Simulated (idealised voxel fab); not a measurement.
The name of this process module is voxel capacitor over wiring.
The cross-section shown here is cut; it is 190 nm wide and divided into square cells measuring 5 nm on a side.
Square cells in a grid make up a cross-section in this document, and the grid is given as bands, listed from the top down, each one or more rows of cells.
Within each band entry, the heights of the top and of the bottom of the band appear first, in that order and in nm; the materials of the band then follow from left to right, each with its corresponding width in nm. The designation "all across" on a single material indicates that it fills the band from edge to edge; the designation "empty" indicates empty space.
For the purposes of this specification, 0 denotes the height below which the wafer in its as-received condition is composed wholly of one material, and the lowermost band, lacking a lower limit, extends downward without end, as expressed in "0..down".
Quick explanation for "30 to 40": the width changes in equal steps down the rows of cells, from the first number in the band's top row to the second number in its bottom row.
Key: "no alterations made" - step with no changed cell in the cross-section.
Empty spaces without an open route to the top, at least 8 cells in extent, make up the entry "Enclosed void inventory"; each is given as width x height at distance, where the distance is measured from the left edge, and all are in nm.
Read whatever lies past the settings on a step's line as the simulator's own remark about the step.
Regarding "overlay nm": on a step with a mask, it is the distance the mask lay to the right of its planned place; a negative value places it to the left.
# The following list gives the planned process steps
1,RECEIVE [material Si]
2,CONFORMAL_DEP [material SiO2] [thk nm 10]
3,DIRECTIONAL_DEP [material TiN] [thk nm 5]
4,DIRECTIONAL_DEP [material Ru] [thk nm 25]
5,PATTERN [tone cover] [mask id METAL_1] [material resist] [width nm 20] [pitch nm 75] [thk nm 15] [overlay nm 0]
6,DIRECTIONAL_ETCH [etch materials Ru] [depth nm 25]
7,DIRECTIONAL_ETCH [etch materials TiN] [depth nm 5]
8,STRIP [etch materials resist]
9,FILL_DEP [material SiO2] [thk nm 10]
10,CMP [height nm 40]
11,CONFORMAL_DEP [material SiCN] [thk nm 5]
12,DIRECTIONAL_DEP [material SiO2] [thk nm 10]
13,PATTERN [tone open] [mask id PLUG_1] [material resist] [width nm 15] [thk nm 20] [overlay nm 0]
14,DIRECTIONAL_ETCH [etch materials SiO2] [depth nm 10]
15,DIRECTIONAL_ETCH [etch materials SiCN] [depth nm 5]
16,STRIP [etch materials resist]
17,EPI [material Ru] [thk nm 10]
18,EPI [material Ru] [thk nm 5]
19,DIRECTIONAL_DEP [material TiN] [thk nm 10]
20,DIRECTIONAL_DEP [material HfO2] [thk nm 5]
21,DIRECTIONAL_DEP [material TiN] [thk nm 10]
22,PATTERN [tone cover] [mask id UPPER_PLATE] [material resist] [width nm 60] [thk nm 20] [overlay nm 0]
23,DIRECTIONAL_ETCH [etch materials TiN] [depth nm 10]
24,DIRECTIONAL_ETCH [etch materials HfO2] [depth nm 5]
25,STRIP [etch materials resist]
26,DIRECTIONAL_DEP [material aC] [thk nm 10]
27,PATTERN [tone cover] [mask id LOWER_PLATE] [material resist] [width nm 70] [thk nm 30] [overlay nm 0]
28,DIRECTIONAL_ETCH [etch materials aC] [depth nm 10]
29,STRIP [etch materials resist]
30,DIRECTIONAL_ETCH [etch materials TiN] [depth nm 10]
31,STRIP [etch materials aC]
32,FILL_DEP [material SiO2] [thk nm 15]
33,CMP [height nm 90]
34,MASKED_ETCH [tone open] [mask id PLUG_2] [width nm 15] [etch materials SiO2] [depth nm 10] [overlay nm 0]
35,CONFORMAL_DEP [material TiN] [thk nm 5]
36,FILL_DEP [material W] [thk nm 5]
37,CMP [height nm 90]
38,CONFORMAL_DEP [material SiCN] [thk nm 5]
# Received-state cross-section, reflecting completion of step 1
* 0..down: Si all across
* Enclosed void inventory: none
# First of two wafers: cross-section at end of module, run per plan
* 95..90: SiCN all across
* 90..85: 60 of SiO2 | 5 of TiN | 5 of W | 5 of TiN | 115 of SiO2
* 85..80: 60 of SiO2 | 15 of TiN | 115 of SiO2
* 80..70: 50 of SiO2 | 60 of TiN | 80 of SiO2
* 70..65: 50 of SiO2 | 60 of HfO2 | 80 of SiO2
* 65..55: 45 of SiO2 | 70 of TiN | 75 of SiO2
* 55..45: 50 of SiO2 | 15 of Ru | 125 of SiO2
* 45..40: 50 of SiCN | 15 of Ru | 125 of SiCN
* 40..15: 45 of SiO2 | 20 of Ru | 55 of SiO2 | 20 of Ru | 50 of SiO2
* 15..10: 45 of SiO2 | 20 of TiN | 55 of SiO2 | 20 of TiN | 50 of SiO2
* 10..0: SiO2 all across
* 0..down: Si all across
* Enclosed void inventory: none
# Cross-section of the latter of the two wafers at module completion. It had an identical start and an identical plan to the former; in running it, one mistake was made
* 95..90: SiCN all across
* 90..85: 60 of SiO2 | 5 of TiN | 5 of W | 5 of TiN | 115 of SiO2
* 85..75: 60 to 65 of SiO2 | 15 to 45 of TiN | 115 to 80 of SiO2
* 75..70: 50 of SiO2 | 60 of TiN | 80 of SiO2
* 70..65: 50 of SiO2 | 15 of TiN | 45 of HfO2 | 80 of SiO2
* 65..60: 45 of SiO2 | 5 of TiN | 15 of HfO2 | 50 of TiN | 75 of SiO2
* 60..55: 45 of SiO2 | 70 of TiN | 75 of SiO2
* 55..50: 50 of SiCN | 15 of TiN | 125 of SiCN
* 50..40: SiO2 all across
* 40..15: 45 of SiO2 | 20 of Ru | 55 of SiO2 | 20 of Ru | 50 of SiO2
* 15..10: 45 of SiO2 | 20 of TiN | 55 of SiO2 | 20 of TiN | 50 of SiO2
* 10..0: SiO2 all across
* 0..down: Si all across
* Enclosed void inventory: none
Plan not followed: deviation from plan: step 12 and step 11 executed in one another's positions
In the final state, the cell counts of the second wafer exceed or fall short of those of the first for the following materials: Ru -9 | SiO2 +9
